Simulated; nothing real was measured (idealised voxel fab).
You're looking at the process module voxel self aligned contacts.
Each square cell in cross-section cut measures 5 nm, and the section as a whole is 235 nm wide.
Throughout this document, each cross-section is represented as a grid of square cells and is presented as a sequence of bands enumerated from the top downward, where a band comprises one or more rows of cells. Heads up on the band format: heights come first, top then bottom, in nm. After that it's the materials left to right, each with its width in nm. A single material flagged "edge to edge" fills the whole band edge to edge, and "air" means there's empty space there. Heights are expressed relative to 0, this being the level below which the as-received wafer comprises one material exclusively. The lowest band is unbounded in the downward direction and is denoted as in "0 down". When a width is written as two numbers, as in "30->40", the first number is the width in the top row of cells of the band and the second is the width in its bottom row, and the width changes by the same amount from each row to the next. Reading "left unchanged" for a step: not a cell of the cross-section changed in it. Empty spaces without an open route to the top, at least 8 cells in extent, make up the entry "Closed empty spaces"; each is given as width x height at distance, where the distance is measured from the left edge, and all are in nm. Read whatever lies past the settings on a step's line as the simulator's own remark about the step. Among the settings permitted on a step's line is "overlay nm"; applied to a step with a mask, it specifies the extent to which the mask lay to the right of its planned position, whereas a negative figure signifies a position to the left.
[Steps planned for the process]
step 1: RECEIVE [material Si]
step 2: OXIDIZE [depth nm 5]
step 3: DIRECTIONAL_DEP [material polySi] [thk nm 25]
step 4: DIRECTIONAL_DEP [material SiN] [thk nm 15]
step 5: PATTERN [tone cover] [mask id GATE] [material resist] [width nm 25] [pitch nm 60] [thk nm 15] [overlay nm 0]
step 6: DIRECTIONAL_ETCH [etch materials SiN] [depth nm 15]
step 7: DIRECTIONAL_ETCH [etch materials polySi] [depth nm 25]
step 8: STRIP [etch materials resist]
step 9: CONFORMAL_DEP [material SiN] [thk nm 5]
step 10: DIRECTIONAL_ETCH [etch materials SiN] [depth nm 5]
step 11: FILL_DEP [material SiO2] [thk nm 15]
step 12: CMP [height nm 45]
step 13: PATTERN [tone open] [mask id CONTACT] [material resist] [width nm 45] [pitch nm 60] [thk nm 15] [overlay nm 0]
step 14: DIRECTIONAL_ETCH [etch materials SiO2] [depth nm 50]
step 15: STRIP [etch materials resist]
step 16: CONFORMAL_DEP [material TiN] [thk nm 5]
step 17: FILL_DEP [material W] [thk nm 5]
step 18: CMP [height nm 45]
step 19: CONFORMAL_DEP [material SiN] [thk nm 5]
[Of two wafers, the first: run according to plan]
[Cross-section: wafer on arrival = after step 1]
  0 down = Si edge to edge
  Closed empty spaces: none
[Cross-section: wafer state after step 2]
  0 to -5 = SiO2 edge to edge
  Beneath the level -5, the cross-section is identical to its previous state.
[Cross-section: wafer state after step 3]
  25 to 0 = polySi edge to edge
  Beneath the level 0, the cross-section is identical to its previous state.
[Cross-section: wafer state after step 4]
  40 to 25 = SiN edge to edge
  Beneath the level 25, the cross-section is identical to its previous state.
[Cross-section: wafer state after step 5]
  55 to 40 = air 45 nm, resist 25 nm, air 35 nm, resist 25 nm, air 35 nm, resist 25 nm, air 45 nm
  Beneath the level 40, the cross-section is identical to its previous state.
[Cross-section: wafer state after step 6]
  55 to 40 = air 45 nm, resist 25 nm, air 35 nm, resist 25 nm, air 35 nm, resist 25 nm, air 45 nm
  40 to 25 = air 45 nm, SiN 25 nm, air 35 nm, SiN 25 nm, air 35 nm, SiN 25 nm, air 45 nm
  Beneath the level 25, the cross-section is identical to its previous state.
[Cross-section: wafer state after step 7]
  55 to 40 = air 45 nm, resist 25 nm, air 35 nm, resist 25 nm, air 35 nm, resist 25 nm, air 45 nm
  40 to 25 = air 45 nm, SiN 25 nm, air 35 nm, SiN 25 nm, air 35 nm, SiN 25 nm, air 45 nm
  25 to 0 = air 45 nm, polySi 25 nm, air 35 nm, polySi 25 nm, air 35 nm, polySi 25 nm, air 45 nm
  Beneath the level 0, the cross-section is identical to its previous state.
[Cross-section: wafer state after step 8]
  40 to 25 = air 45 nm, SiN 25 nm, air 35 nm, SiN 25 nm, air 35 nm, SiN 25 nm, air 45 nm
  Beneath the level 25, the cross-section is identical to its previous state.
[Cross-section: wafer state after step 9]
  45 to 25 = air 40 nm, SiN 35 nm, air 25 nm, SiN 35 nm, air 25 nm, SiN 35 nm, air 40 nm
  25 to 5 = air 40 nm, SiN 5 nm, polySi 25 nm, SiN 5 nm, air 25 nm, SiN 5 nm, polySi 25 nm, SiN 5 nm, air 25 nm, SiN 5 nm, polySi 25 nm, SiN 5 nm, air 40 nm
  5 to 0 = SiN 45 nm, polySi 25 nm, SiN 35 nm, polySi 25 nm, SiN 35 nm, polySi 25 nm, SiN 45 nm
  Beneath the level 0, the cross-section is identical to its previous state.
[Cross-section: wafer state after step 10]
  40 to 25 = air 40 nm, SiN 35 nm, air 25 nm, SiN 35 nm, air 25 nm, SiN 35 nm, air 40 nm
  25 to 0 = air 40 nm, SiN 5 nm, polySi 25 nm, SiN 5 nm, air 25 nm, SiN 5 nm, polySi 25 nm, SiN 5 nm, air 25 nm, SiN 5 nm, polySi 25 nm, SiN 5 nm, air 40 nm
  Beneath the level 0, the cross-section is identical to its previous state.
[Cross-section: wafer state after step 11]
  55 to 40 = SiO2 edge to edge
  40 to 25 = SiO2 40 nm, SiN 35 nm, SiO2 25 nm, SiN 35 nm, SiO2 25 nm, SiN 35 nm, SiO2 40 nm
  25 to 0 = SiO2 40 nm, SiN 5 nm, polySi 25 nm, SiN 5 nm, SiO2 25 nm, SiN 5 nm, polySi 25 nm, SiN 5 nm, SiO2 25 nm, SiN 5 nm, polySi 25 nm, SiN 5 nm, SiO2 40 nm
  Beneath the level 0, the cross-section is identical to its previous state.
[Cross-section: wafer state after step 12]
  45 to 40 = SiO2 edge to edge
  Beneath the level 40, the cross-section is identical to its previous state.
[Cross-section: wafer state after step 13]
  60 to 45 = resist 65 nm, air 45 nm, resist 15 nm, air 45 nm, resist 65 nm
  Beneath the level 45, the cross-section is identical to its previous state.
[Cross-section: wafer state after step 14]
  60 to 45 = resist 65 nm, air 45 nm, resist 15 nm, air 45 nm, resist 65 nm
  45 to 40 = SiO2 65 nm, air 45 nm, SiO2 15 nm, air 45 nm, SiO2 65 nm
  40 to 25 = SiO2 40 nm, SiN 35 nm, air 25 nm, SiN 35 nm, air 25 nm, SiN 35 nm, SiO2 40 nm
  25 to 0 = SiO2 40 nm, SiN 5 nm, polySi 25 nm, SiN 5 nm, air 25 nm, SiN 5 nm, polySi 25 nm, SiN 5 nm, air 25 nm, SiN 5 nm, polySi 25 nm, SiN 5 nm, SiO2 40 nm
  0 to -5 = SiO2 75 nm, air 25 nm, SiO2 35 nm, air 25 nm, SiO2 75 nm
  Beneath the level -5, the cross-section is identical to its previous state.
[Cross-section: wafer state after step 15]
  45 to 40 = SiO2 65 nm, air 45 nm, SiO2 15 nm, air 45 nm, SiO2 65 nm
  Beneath the level 40, the cross-section is identical to its previous state.
[Cross-section: wafer state after step 16]
  50 to 45 = TiN 70 nm, air 35 nm, TiN 25 nm, air 35 nm, TiN 70 nm
  45 to 40 = SiO2 65 nm, TiN 15 nm, air 15 nm, TiN 15 nm, SiO2 15 nm, TiN 15 nm, air 15 nm, TiN 15 nm, SiO2 65 nm
  40 to 25 = SiO2 40 nm, SiN 35 nm, TiN 5 nm, air 15 nm, TiN 5 nm, SiN 35 nm, TiN 5 nm, air 15 nm, TiN 5 nm, SiN 35 nm, SiO2 40 nm
  25 to 0 = SiO2 40 nm, SiN 5 nm, polySi 25 nm, SiN 5 nm, TiN 5 nm, air 15 nm, TiN 5 nm, SiN 5 nm, polySi 25 nm, SiN 5 nm, TiN 5 nm, air 15 nm, TiN 5 nm, SiN 5 nm, polySi 25 nm, SiN 5 nm, SiO2 40 nm
  0 to -5 = SiO2 75 nm, TiN 25 nm, SiO2 35 nm, TiN 25 nm, SiO2 75 nm
  Beneath the level -5, the cross-section is identical to its previous state.
[Cross-section: wafer state after step 17]
  55 to 50 = W edge to edge
  50 to 45 = TiN 70 nm, W 35 nm, TiN 25 nm, W 35 nm, TiN 70 nm
  45 to 40 = SiO2 65 nm, TiN 15 nm, W 15 nm, TiN 15 nm, SiO2 15 nm, TiN 15 nm, W 15 nm, TiN 15 nm, SiO2 65 nm
  40 to 25 = SiO2 40 nm, SiN 35 nm, TiN 5 nm, W 15 nm, TiN 5 nm, SiN 35 nm, TiN 5 nm, W 15 nm, TiN 5 nm, SiN 35 nm, SiO2 40 nm
  25 to 0 = SiO2 40 nm, SiN 5 nm, polySi 25 nm, SiN 5 nm, TiN 5 nm, W 15 nm, TiN 5 nm, SiN 5 nm, polySi 25 nm, SiN 5 nm, TiN 5 nm, W 15 nm, TiN 5 nm, SiN 5 nm, polySi 25 nm, SiN 5 nm, SiO2 40 nm
  Beneath the level 0, the cross-section is identical to its previous state.
[Cross-section: wafer state after step 18]
  45 to 40 = SiO2 65 nm, TiN 15 nm, W 15 nm, TiN 15 nm, SiO2 15 nm, TiN 15 nm, W 15 nm, TiN 15 nm, SiO2 65 nm
  Beneath the level 40, the cross-section is identical to its previous state.
[Cross-section: wafer state after step 19]
  50 to 45 = SiN edge to edge
  Beneath the level 45, the cross-section is identical to its previous state.
[Regarding the second of the two wafers: it shared the first wafer's starting condition and process plan, yet one error occurred during its execution. Its history coincides with that of the first wafer up to and including step 2]
[Second wafer, section view, time point: scheduled end of step 3]
  15 to 0 = SiN edge to edge
  Beneath the level 0, the cross-section is identical to its previous state.
[Second wafer, section view, time point: scheduled end of step 4]
  40 to 15 = polySi edge to edge
  Beneath the level 15, the cross-section is identical to its previous state.
[Second wafer, section view, time point: scheduled end of step 5]
  55 to 40 = air 45 nm, resist 25 nm, air 35 nm, resist 25 nm, air 35 nm, resist 25 nm, air 45 nm
  Beneath the level 40, the cross-section is identical to its previous state.
Second wafer, section view, time point: scheduled end of step 6: left unchanged
[Second wafer, section view, time point: scheduled end of step 7]
  55 to 40 = air 45 nm, resist 25 nm, air 35 nm, resist 25 nm, air 35 nm, resist 25 nm, air 45 nm
  40 to 15 = air 45 nm, polySi 25 nm, air 35 nm, polySi 25 nm, air 35 nm, polySi 25 nm, air 45 nm
  Beneath the level 15, the cross-section is identical to its previous state.
[Second wafer, section view, time point: scheduled end of step 8]
  40 to 15 = air 45 nm, polySi 25 nm, air 35 nm, polySi 25 nm, air 35 nm, polySi 25 nm, air 45 nm
  Beneath the level 15, the cross-section is identical to its previous state.
[Second wafer, section view, time point: scheduled end of step 9]
  45 to 40 = air 40 nm, SiN 35 nm, air 25 nm, SiN 35 nm, air 25 nm, SiN 35 nm, air 40 nm
  40 to 20 = air 40 nm, SiN 5 nm, polySi 25 nm, SiN 5 nm, air 25 nm, SiN 5 nm, polySi 25 nm, SiN 5 nm, air 25 nm, SiN 5 nm, polySi 25 nm, SiN 5 nm, air 40 nm
  20 to 15 = SiN 45 nm, polySi 25 nm, SiN 35 nm, polySi 25 nm, SiN 35 nm, polySi 25 nm, SiN 45 nm
  Beneath the level 15, the cross-section is identical to its previous state.
[Second wafer, section view, time point: scheduled end of step 10]
  40 to 15 = air 40 nm, SiN 5 nm, polySi 25 nm, SiN 5 nm, air 25 nm, SiN 5 nm, polySi 25 nm, SiN 5 nm, air 25 nm, SiN 5 nm, polySi 25 nm, SiN 5 nm, air 40 nm
  Beneath the level 15, the cross-section is identical to its previous state.
[Second wafer, section view, time point: scheduled end of step 11]
  55 to 40 = SiO2 edge to edge
  40 to 15 = SiO2 40 nm, SiN 5 nm, polySi 25 nm, SiN 5 nm, SiO2 25 nm, SiN 5 nm, polySi 25 nm, SiN 5 nm, SiO2 25 nm, SiN 5 nm, polySi 25 nm, SiN 5 nm, SiO2 40 nm
  Beneath the level 15, the cross-section is identical to its previous state.
[Second wafer, section view, time point: scheduled end of step 12]
  45 to 40 = SiO2 edge to edge
  Beneath the level 40, the cross-section is identical to its previous state.
[Second wafer, section view, time point: scheduled end of step 13]
  60 to 45 = resist 65 nm, air 45 nm, resist 15 nm, air 45 nm, resist 65 nm
  Beneath the level 45, the cross-section is identical to its previous state.
[Second wafer, section view, time point: scheduled end of step 14]
  60 to 45 = resist 65 nm, air 45 nm, resist 15 nm, air 45 nm, resist 65 nm
  45 to 40 = SiO2 65 nm, air 45 nm, SiO2 15 nm, air 45 nm, SiO2 65 nm
  40 to 15 = SiO2 40 nm, SiN 5 nm, polySi 25 nm, SiN 5 nm, air 25 nm, SiN 5 nm, polySi 25 nm, SiN 5 nm, air 25 nm, SiN 5 nm, polySi 25 nm, SiN 5 nm, SiO2 40 nm
  Beneath the level 15, the cross-section is identical to its previous state.
[Second wafer, section view, time point: scheduled end of step 15]
  45 to 40 = SiO2 65 nm, air 45 nm, SiO2 15 nm, air 45 nm, SiO2 65 nm
  Beneath the level 40, the cross-section is identical to its previous state.
[Second wafer, section view, time point: scheduled end of step 16]
  50 to 45 = TiN 70 nm, air 35 nm, TiN 25 nm, air 35 nm, TiN 70 nm
  45 to 40 = SiO2 65 nm, TiN 15 nm, air 15 nm, TiN 15 nm, SiO2 15 nm, TiN 15 nm, air 15 nm, TiN 15 nm, SiO2 65 nm
  40 to 20 = SiO2 40 nm, SiN 5 nm, polySi 25 nm, SiN 5 nm, TiN 5 nm, air 15 nm, TiN 5 nm, SiN 5 nm, polySi 25 nm, SiN 5 nm, TiN 5 nm, air 15 nm, TiN 5 nm, SiN 5 nm, polySi 25 nm, SiN 5 nm, SiO2 40 nm
  20 to 15 = SiO2 40 nm, SiN 5 nm, polySi 25 nm, SiN 5 nm, TiN 25 nm, SiN 5 nm, polySi 25 nm, SiN 5 nm, TiN 25 nm, SiN 5 nm, polySi 25 nm, SiN 5 nm, SiO2 40 nm
  Beneath the level 15, the cross-section is identical to its previous state.
[Second wafer, section view, time point: scheduled end of step 17]
  55 to 50 = W edge to edge
  50 to 45 = TiN 70 nm, W 35 nm, TiN 25 nm, W 35 nm, TiN 70 nm
  45 to 40 = SiO2 65 nm, TiN 15 nm, W 15 nm, TiN 15 nm, SiO2 15 nm, TiN 15 nm, W 15 nm, TiN 15 nm, SiO2 65 nm
  40 to 20 = SiO2 40 nm, SiN 5 nm, polySi 25 nm, SiN 5 nm, TiN 5 nm, W 15 nm, TiN 5 nm, SiN 5 nm, polySi 25 nm, SiN 5 nm, TiN 5 nm, W 15 nm, TiN 5 nm, SiN 5 nm, polySi 25 nm, SiN 5 nm, SiO2 40 nm
  Beneath the level 20, the cross-section is identical to its previous state.
[Second wafer, section view, time point: scheduled end of step 18]
  45 to 40 = SiO2 65 nm, TiN 15 nm, W 15 nm, TiN 15 nm, SiO2 15 nm, TiN 15 nm, W 15 nm, TiN 15 nm, SiO2 65 nm
  Beneath the level 40, the cross-section is identical to its previous state.
[Second wafer, section view, time point: scheduled end of step 19]
  50 to 45 = SiN edge to edge
  Beneath the level 45, the cross-section is identical to its previous state.
what went wrong: deviation from plan: step 4 and step 3 executed in one another's positions
Final tally in cells, some materials are higher or lower on the second wafer than on the first: +78 SiN; -38 SiO2; -16 TiN; -24 W
